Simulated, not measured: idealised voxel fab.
process module | voxel released beams
cross-section cut | 145 nm wide | cells 5 nm
A cross-section is a grid of square cells, given in bands from the top down. A band is one or more rows of cells.
Each band's line starts with the height of the band's top and of its bottom, in nm. Then come its materials from left to right, each with its width in nm. One material with "throughout" fills the band from edge to edge. "air" is empty space.
Height 0 is the level under which the wafer as received is all one material. The lowest band goes on downwards, as in "0 down".
A width such as "30 to 40" changes by the same amount from each row of cells to the next, from the band's top row to its bottom row.
"no change" after a step means that no cell of the cross-section changed.
closed voids: empty space of 8 cells or more with no open way to the top, each as width x height at its distance from the left edge, in nm
after a step's settings: what the simulator itself notes on the step
overlay nm, on a step with a mask: how far to the right of its planned place the mask lay; to the left if negative
plan
1 op RECEIVE | material Si
2 op CONFORMAL_DEP | material Al2O3 | thk nm 10
3 op DIRECTIONAL_DEP | material SiO2 | thk nm 10
4 op MASKED_ETCH | tone open | mask id ANCHOR | width nm 40 | etch materials SiO2 | depth nm 10 | overlay nm 0
5 op CONFORMAL_DEP | material SiN | thk nm 15
6 op MASKED_ETCH | tone cover | mask id BEAM | width nm 85 | etch materials SiN | depth nm 15 | overlay nm 0
7 op STRIP | etch materials SiO2
as received, after step 1
  0 down: Si throughout
  closed voids: none
first wafer at the end, as planned
  35 to 25: air 25 | SiN 20 | air 10 | SiN 55 | air 35
  25 to 20: air 25 | SiN 85 | air 35
  20 to 10: air 30 | SiN 40 | air 75
  10 to 0: Al2O3 throughout
  0 down: Si throughout
  closed voids: none
second wafer at the end: like start, like plan, one mistake
  35 to 25: air 25 | SiN 20 | air 10 | SiN 55 | air 35
  25 to 20: air 25 | SiN 85 | air 35
  20 to 10: air 30 | SiN 40 | air 75
  10 to 0: SiN throughout
  0 down: Si throughout
  closed voids: none
what went wrong: step 2 ran as: op CONFORMAL_DEP | material SiN | thk nm 10
at the end the second wafer has, in cells: 58 fewer of Al2O3 | 58 more of SiN
